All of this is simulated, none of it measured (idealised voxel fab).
You're looking at the process module voxel transistor to metal.
The width of the displayed cross-section, cut, is 205 nm; its cells are square, with a size of 5 nm.
Cross-section, as written here: a square-cell grid given band by band from the top down, where a band holds one or more rows of cells. A band entry consists of two parts. The first gives the height of the band's top and the height of its bottom, in nm. The rest lists the band's materials from left to right, each with its width in nm. A single material labelled with the word "everywhere" fills the band from edge to edge, and the word "blank" marks empty space. Measure heights from 0. That's the level where, below it, the as-received wafer is all one material. The lowest band is bottomless and extends downward; write it as in "z 0 and below". So if you see something like "30 to 40" for the width, read it as the top row of the band sitting at the first number and the bottom row at the second, with every row in between moving by the same amount as the last. "same as before" means the step left every cell of the cross-section as it was. Each empty space that has no open way to the top and spans at least 8 cells appears under "Catalogued sealed voids" as width x height at distance, the distance counted from the left edge, all in nm. Whatever follows a step's settings on its line is a remark the simulator itself makes about that step. The line of a step may include "overlay nm". On a step with a mask, this value is how far to the right of its planned place the mask lay. A negative value means the mask lay to the left.
## Process steps - plan
- 1: RECEIVE (material Si)
- 2: OXIDIZE (depth nm 5)
- 3: CONFORMAL_DEP (material SiN; thk nm 15)
- 4: MASKED_ETCH (tone cover; mask id ACTIVE; width nm 110; etch materials SiN; depth nm 15; overlay nm 0)
- 5: MASKED_ETCH (tone cover; mask id ACTIVE; width nm 110; etch materials SiO2; depth nm 5; overlay nm 0)
- 6: MASKED_ETCH (tone cover; mask id ACTIVE; width nm 110; etch materials Si; depth nm 25; overlay nm 0)
- 7: FILL_DEP (material SiO2; thk nm 10)
- 8: CMP (height nm 15)
- 9: SELECTIVE_ETCH (etch materials SiO2; depth nm 5)
- 10: STRIP (etch materials SiN)
- 11: SELECTIVE_ETCH (etch materials SiO2; depth nm 5)
- 12: OXIDIZE (depth nm 5)
- 13: DIRECTIONAL_DEP (material polySi; thk nm 25)
- 14: DIRECTIONAL_DEP (material SiCN; thk nm 10)
- 15: PATTERN (tone cover; mask id GATE; material resist; width nm 30; thk nm 20; overlay nm 0)
- 16: DIRECTIONAL_ETCH (etch materials SiCN; depth nm 20)
- 17: DIRECTIONAL_ETCH (etch materials polySi; depth nm 35)
- 18: STRIP (etch materials resist)
- 19: CONFORMAL_DEP (material SiO2; thk nm 5)
- 20: DIRECTIONAL_ETCH (etch materials SiO2; depth nm 5)
- 21: CONFORMAL_DEP (material SiN; thk nm 10)
- 22: DIRECTIONAL_ETCH (etch materials SiN; depth nm 10)
- 23: DIRECTIONAL_ETCH (etch materials SiO2; depth nm 5)
- 24: DIRECTIONAL_ETCH (etch materials Si; depth nm 5)
- 25: EPI (material nSi; thk nm 5)
- 26: FILL_DEP (material SiO2; thk nm 5)
- 27: CMP (height nm 20)
- 28: STRIP (etch materials polySi)
- 29: SELECTIVE_ETCH (etch materials SiO2; depth nm 5)
- 30: CONFORMAL_DEP (material HfO2; thk nm 5)
- 31: CONFORMAL_DEP (material TiN; thk nm 5)
- 32: FILL_DEP (material W; thk nm 5)
- 33: CMP (height nm 15)
- 34: DIRECTIONAL_DEP (material SiO2; thk nm 15)
- 35: MASKED_ETCH (tone open; mask id CONTACT; width nm 20; pitch nm 80; etch materials SiO2; depth nm 40; overlay nm 0)
- 36: CONFORMAL_DEP (material TiN; thk nm 5)
- 37: FILL_DEP (material W; thk nm 5)
- 38: CMP (height nm 30)
- 39: DIRECTIONAL_DEP (material TiN; thk nm 5)
- 40: DIRECTIONAL_DEP (material Ru; thk nm 15)
- 41: PATTERN (tone cover; mask id METAL_1; material resist; width nm 20; pitch nm 80; thk nm 15; overlay nm 0)
- 42: DIRECTIONAL_ETCH (etch materials Ru; depth nm 15)
- 43: DIRECTIONAL_ETCH (etch materials TiN; depth nm 5)
- 44: STRIP (etch materials resist)
- 45: CONFORMAL_DEP (material SiCN; thk nm 5)
- 46: FILL_DEP (material SiO2; thk nm 10)
- 47: CMP (height nm 50)
- 48: CONFORMAL_DEP (material SiN; thk nm 5)
## Cross-sectional view of the wafer in its as-received condition, corresponding to the state after step 1
z 0 and below  Si everywhere
Catalogued sealed voids: none
## Sectioned view, first of two wafers, at the close of the module, processed as intended in the plan
z 55 to 50  SiN everywhere
z 50 to 35  45 SiO2, then 5 SiCN, then 20 Ru, then 5 SiCN, then 50 SiO2, then 5 SiCN, then 20 Ru, then 5 SiCN, then 50 SiO2
z 35 to 30  50 SiCN, then 20 TiN, then 60 SiCN, then 20 TiN, then 55 SiCN
z 30 to 15  50 SiO2, then 5 TiN, then 10 W, then 5 TiN, then 60 SiO2, then 5 TiN, then 10 W, then 5 TiN, then 55 SiO2
z 15 to 5  50 SiO2, then 5 to 10 TiN, then 10 to 5 W, then 5 TiN, then 10 SiN, then 5 HfO2, then 5 TiN, then 20 W, then 5 TiN, then 5 HfO2, then 10 SiN, then 5 TiN, then 10 to 5 W, then 5 to 10 TiN, then 55 SiO2
z 5 to 0  45 SiO2, then 10 SiN, then 5 TiN, then 5 W, then 5 TiN, then 10 SiN, then 5 HfO2, then 5 TiN, then 20 W, then 5 TiN, then 5 HfO2, then 10 SiN, then 5 TiN, then 5 W, then 5 TiN, then 10 SiN, then 50 SiO2
z 0 to -5  45 SiO2, then 10 SiN, then 15 TiN, then 10 SiN, then 5 HfO2, then 30 TiN, then 5 HfO2, then 10 SiN, then 15 TiN, then 10 SiN, then 50 SiO2
z -5 to -10  55 SiO2, then 5 nSi, then 5 TiN, then 5 nSi, then 10 SiO2, then 40 HfO2, then 10 SiO2, then 5 nSi, then 5 TiN, then 5 nSi, then 60 SiO2
z -10 to -15  45 SiO2, then 10 Si, then 15 nSi, then 60 Si, then 15 nSi, then 10 Si, then 50 SiO2
z -15 to -30  45 SiO2, then 110 Si, then 50 SiO2
z -30 and below  Si everywhere
Catalogued sealed voids: none
## Wafer two, end of module, cross-section. Same start, same plan as wafer one. One mistake in the run
z 55 to 50  SiN everywhere
z 50 to 35  45 SiO2, then 5 SiCN, then 20 Ru, then 5 SiCN, then 50 SiO2, then 5 SiCN, then 20 Ru, then 5 SiCN, then 50 SiO2
z 35 to 30  50 SiCN, then 20 TiN, then 60 SiCN, then 20 TiN, then 55 SiCN
z 30 to 20  50 SiO2, then 5 TiN, then 10 W, then 5 TiN, then 60 SiO2, then 5 TiN, then 10 W, then 5 TiN, then 55 SiO2
z 20 to 15  50 SiO2, then 5 TiN, then 10 W, then 5 TiN, then 60 SiO2, then 10 TiN, then 5 W, then 5 TiN, then 55 SiO2
z 15 to 10  50 SiO2, then 5 TiN, then 10 W, then 5 TiN, then 10 SiN, then 5 HfO2, then 5 TiN, then 25 W, then 5 TiN, then 5 HfO2, then 10 SiN, then 5 TiN, then 5 W, then 5 TiN, then 55 SiO2
z 10 to 5  50 SiO2, then 10 TiN, then 5 W, then 5 TiN, then 10 SiN, then 5 HfO2, then 5 TiN, then 25 W, then 5 TiN, then 5 HfO2, then 10 SiN, then 15 TiN, then 55 SiO2
z 5 to 0  45 SiO2, then 10 SiN, then 5 TiN, then 5 W, then 5 TiN, then 10 SiN, then 5 HfO2, then 5 TiN, then 25 W, then 5 TiN, then 5 HfO2, then 10 SiN, then 10 TiN, then 10 SiN, then 50 SiO2
z 0 to -5  45 SiO2, then 10 SiN, then 15 TiN, then 10 SiN, then 5 HfO2, then 35 TiN, then 5 HfO2, then 10 SiN, then 10 TiN, then 10 SiN, then 50 SiO2
z -5 to -10  55 SiO2, then 5 nSi, then 5 TiN, then 5 nSi, then 10 SiO2, then 45 HfO2, then 10 SiO2, then 10 nSi, then 60 SiO2
z -10 to -15  45 SiO2, then 10 Si, then 15 nSi, then 65 Si, then 10 nSi, then 10 Si, then 50 SiO2
z -15 to -30  45 SiO2, then 110 Si, then 50 SiO2
z -30 and below  Si everywhere
Catalogued sealed voids: none
In executing the process, a mistake was made relative to the plan: in deviation from the planned setting, step 15 was conducted as PATTERN (tone cover; mask id GATE; material resist; width nm 35; thk nm 20; overlay nm 0)
End check, counted in cells, second wafer has more or fewer of these materials than the first: 1 more of HfO2, 1 more of Si, 1 fewer of W, 1 fewer of nSi
